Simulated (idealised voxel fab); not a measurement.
Presented below is a process module, voxel wiring stack.
This is section cut - it's 210 nm across, gridded in 5 nm square cells.
A cross-section is a grid of square cells, given in bands from the top down. A band is one or more rows of cells. For a band, the entry starts with two heights in nm, that of the top and then that of the bottom, and carries on with the band's materials in order from left to right, each alongside its width in nm; the word "everywhere" beside a single material means it fills the band edge to edge, and "empty" means empty space. Below 0: as-received wafer, all one material; heights counted from there. Lowest band: no bottom, goes on down, written "z 0 and below". The expression "30->40" gives the width at the extremes of the band, the first number at its top row of cells and the second at its bottom row, with the width changing by equal amounts from each row to the next in between. Step note "nothing was modified" = no cross-section cell changed. In "Enclosed void catalog" the enclosed voids are listed, meaning empty spaces of 8 cells or larger without any opening to the top. The form is width x height at distance, distance from the left edge, units nm. It should be noted that, on the line of a given step, the content following the step's settings is a remark produced by the simulator itself with respect to that step. "overlay nm", when on a step's line for a step with a mask, measures how far to the right of its planned place the mask lay; a negative measure means to the left.
-- Planned process steps
1. RECEIVE | material Si
2. CONFORMAL_DEP | material SiO2 | thk nm 10
3. DIRECTIONAL_DEP | material TiN | thk nm 5
4. DIRECTIONAL_DEP | material W | thk nm 15
5. PATTERN | tone cover | mask id METAL_1 | material resist | width nm 30 | pitch nm 60 | thk nm 15 | overlay nm 0
6. DIRECTIONAL_ETCH | etch materials W | depth nm 15
7. DIRECTIONAL_ETCH | etch materials TiN | depth nm 5
8. STRIP | etch materials resist
9. FILL_DEP | material SiO2 | thk nm 5
10. CMP | height nm 30
11. CONFORMAL_DEP | material SiCN | thk nm 5
12. DIRECTIONAL_DEP | material SiO2 | thk nm 10
13. DIRECTIONAL_DEP | material aC | thk nm 10
14. PATTERN | tone open | mask id PLUG_1 | material resist | width nm 15 | pitch nm 60 | thk nm 25 | overlay nm 0
15. DIRECTIONAL_ETCH | etch materials aC | depth nm 10
16. STRIP | etch materials resist
17. DIRECTIONAL_ETCH | etch materials SiO2 | depth nm 10
18. DIRECTIONAL_ETCH | etch materials SiCN | depth nm 5
19. STRIP | etch materials aC
20. EPI | material Ru | thk nm 10
21. EPI | material Ru | thk nm 5
22. CONFORMAL_DEP | material SiN | thk nm 5
23. DIRECTIONAL_DEP | material SiO2 | thk nm 15
24. DIRECTIONAL_DEP | material aC | thk nm 15
25. PATTERN | tone open | mask id METAL_2 | material resist | width nm 30 | pitch nm 60 | thk nm 30 | overlay nm 0
26. DIRECTIONAL_ETCH | etch materials aC | depth nm 15
27. STRIP | etch materials resist
28. DIRECTIONAL_ETCH | etch materials SiO2 | depth nm 15
29. DIRECTIONAL_ETCH | etch materials SiN | depth nm 5
30. STRIP | etch materials aC
31. CONFORMAL_DEP | material TiN | thk nm 5
32. FILL_DEP | material W | thk nm 10
33. CMP | height nm 65
34. CONFORMAL_DEP | material SiCN | thk nm 5
35. DIRECTIONAL_DEP | material lowk | thk nm 15
36. DIRECTIONAL_DEP | material aC | thk nm 10
37. PATTERN | tone open | mask id PLUG_2 | material resist | width nm 15 | pitch nm 60 | thk nm 25 | overlay nm 0
38. DIRECTIONAL_ETCH | etch materials aC | depth nm 10
39. STRIP | etch materials resist
40. DIRECTIONAL_ETCH | etch materials lowk | depth nm 15
41. DIRECTIONAL_ETCH | etch materials SiCN | depth nm 5
42. STRIP | etch materials aC
43. EPI | material Ru | thk nm 10
44. EPI | material Ru | thk nm 10
45. DIRECTIONAL_DEP | material TiN | thk nm 5
46. DIRECTIONAL_DEP | material Ru | thk nm 15
47. DIRECTIONAL_DEP | material aC | thk nm 10
48. PATTERN | tone cover | mask id METAL_3 | material resist | width nm 30 | pitch nm 60 | thk nm 25 | overlay nm 0
49. DIRECTIONAL_ETCH | etch materials aC | depth nm 10
50. STRIP | etch materials resist
51. DIRECTIONAL_ETCH | etch materials Ru | depth nm 15
52. DIRECTIONAL_ETCH | etch materials TiN | depth nm 5
53. STRIP | etch materials aC
54. FILL_DEP | material lowk | thk nm 5
55. CMP | height nm 105
56. CONFORMAL_DEP | material SiCN | thk nm 5
57. DIRECTIONAL_DEP | material SiO2 | thk nm 20
58. MASKED_ETCH | tone open | mask id PLUG_3 | width nm 15 | pitch nm 120 | etch materials SiO2 | depth nm 20 | overlay nm 0
59. MASKED_ETCH | tone open | mask id PLUG_3 | width nm 15 | pitch nm 120 | etch materials SiCN | depth nm 5 | overlay nm 0
60. CONFORMAL_DEP | material TiN | thk nm 5
61. FILL_DEP | material Cu | thk nm 5
62. CMP | height nm 130
63. DIRECTIONAL_DEP | material TiN | thk nm 5
64. DIRECTIONAL_DEP | material W | thk nm 15
65. PATTERN | tone cover | mask id METAL_4 | material resist | width nm 30 | pitch nm 60 | thk nm 15 | overlay nm 0
66. DIRECTIONAL_ETCH | etch materials W | depth nm 15
67. DIRECTIONAL_ETCH | etch materials TiN | depth nm 5
68. STRIP | etch materials resist
69. FILL_DEP | material lowk | thk nm 10
70. CMP | height nm 150
71. CONFORMAL_DEP | material SiCN | thk nm 5
-- So this is the incoming wafer in cross-section - it's already been through step 1
- z 0 and below = Si everywhere
- Enclosed void catalog: none
-- As-planned run: cross-section of the first of two wafers at end of module
- z 155 to 150 = SiCN everywhere
- z 150 to 135 = lowk 30 nm / W 30 nm / lowk 30 nm / W 30 nm / lowk 30 nm / W 30 nm / lowk 30 nm
- z 135 to 130 = lowk 30 nm / TiN 30 nm / lowk 30 nm / TiN 30 nm / lowk 30 nm / TiN 30 nm / lowk 30 nm
- z 130 to 110 = SiO2 30 nm / TiN 5 nm / Cu 5 nm / TiN 5 nm / SiO2 105 nm / TiN 5 nm / Cu 5 nm / TiN 5 nm / SiO2 45 nm
- z 110 to 105 = SiCN 30 nm / TiN 15 nm / SiCN 105 nm / TiN 15 nm / SiCN 45 nm
- z 105 to 90 = lowk 30 nm / Ru 30 nm / lowk 30 nm / Ru 30 nm / lowk 30 nm / Ru 30 nm / lowk 30 nm
- z 90 to 85 = lowk 30 nm / TiN 30 nm / lowk 30 nm / TiN 30 nm / lowk 30 nm / TiN 30 nm / lowk 30 nm
- z 85 to 70 = lowk 30 nm / Ru 15 nm / lowk 45 nm / Ru 15 nm / lowk 45 nm / Ru 15 nm / lowk 45 nm
- z 70 to 65 = SiCN 30 nm / Ru 15 nm / SiCN 45 nm / Ru 15 nm / SiCN 45 nm / Ru 15 nm / SiCN 45 nm
- z 65 to 50 = SiO2 30 nm / TiN 5 nm / W 20 nm / TiN 5 nm / SiO2 30 nm / TiN 5 nm / W 20 nm / TiN 5 nm / SiO2 30 nm / TiN 5 nm / W 20 nm / TiN 5 nm / SiO2 30 nm
- z 50 to 45 = SiN 30 nm / TiN 30 nm / SiN 30 nm / TiN 30 nm / SiN 30 nm / TiN 30 nm / SiN 30 nm
- z 45 to 35 = SiO2 30 nm / Ru 15 nm / SiO2 45 nm / Ru 15 nm / SiO2 45 nm / Ru 15 nm / SiO2 45 nm
- z 35 to 30 = SiCN 30 nm / Ru 15 nm / SiCN 45 nm / Ru 15 nm / SiCN 45 nm / Ru 15 nm / SiCN 45 nm
- z 30 to 15 = SiO2 30 nm / W 30 nm / SiO2 30 nm / W 30 nm / SiO2 30 nm / W 30 nm / SiO2 30 nm
- z 15 to 10 = SiO2 30 nm / TiN 30 nm / SiO2 30 nm / TiN 30 nm / SiO2 30 nm / TiN 30 nm / SiO2 30 nm
- z 10 to 0 = SiO2 everywhere
- z 0 and below = Si everywhere
- Enclosed void catalog: none
-- Wafer two cross-section, module end. Start and plan unchanged from wafer one; one mistake made during the run
- z 155 to 150 = SiCN everywhere
- z 150 to 145 = lowk 30 nm / TiN 30 nm / lowk 30 nm / TiN 30 nm / lowk 30 nm / TiN 30 nm / lowk 30 nm
- z 145 to 130 = W everywhere
- z 130 to 110 = SiO2 30 nm / TiN 5 nm / Cu 5 nm / TiN 5 nm / SiO2 105 nm / TiN 5 nm / Cu 5 nm / TiN 5 nm / SiO2 45 nm
- z 110 to 105 = SiCN 30 nm / TiN 15 nm / SiCN 105 nm / TiN 15 nm / SiCN 45 nm
- z 105 to 90 = lowk 30 nm / Ru 30 nm / lowk 30 nm / Ru 30 nm / lowk 30 nm / Ru 30 nm / lowk 30 nm
- z 90 to 85 = lowk 30 nm / TiN 30 nm / lowk 30 nm / TiN 30 nm / lowk 30 nm / TiN 30 nm / lowk 30 nm
- z 85 to 70 = lowk 30 nm / Ru 15 nm / lowk 45 nm / Ru 15 nm / lowk 45 nm / Ru 15 nm / lowk 45 nm
- z 70 to 65 = SiCN 30 nm / Ru 15 nm / SiCN 45 nm / Ru 15 nm / SiCN 45 nm / Ru 15 nm / SiCN 45 nm
- z 65 to 50 = SiO2 30 nm / TiN 5 nm / W 20 nm / TiN 5 nm / SiO2 30 nm / TiN 5 nm / W 20 nm / TiN 5 nm / SiO2 30 nm / TiN 5 nm / W 20 nm / TiN 5 nm / SiO2 30 nm
- z 50 to 45 = SiN 30 nm / TiN 30 nm / SiN 30 nm / TiN 30 nm / SiN 30 nm / TiN 30 nm / SiN 30 nm
- z 45 to 35 = SiO2 30 nm / Ru 15 nm / SiO2 45 nm / Ru 15 nm / SiO2 45 nm / Ru 15 nm / SiO2 45 nm
- z 35 to 30 = SiCN 30 nm / Ru 15 nm / SiCN 45 nm / Ru 15 nm / SiCN 45 nm / Ru 15 nm / SiCN 45 nm
- z 30 to 15 = SiO2 30 nm / W 30 nm / SiO2 30 nm / W 30 nm / SiO2 30 nm / W 30 nm / SiO2 30 nm
- z 15 to 10 = SiO2 30 nm / TiN 30 nm / SiO2 30 nm / TiN 30 nm / SiO2 30 nm / TiN 30 nm / SiO2 30 nm
- z 10 to 0 = SiO2 everywhere
- z 0 and below = Si everywhere
- Enclosed void catalog: none
Want to know what went wrong? plan steps 63 and 64 run swapped
The closing comparison, in cells, has the second wafer with more or fewer of some materials than the first: W +72, lowk -72
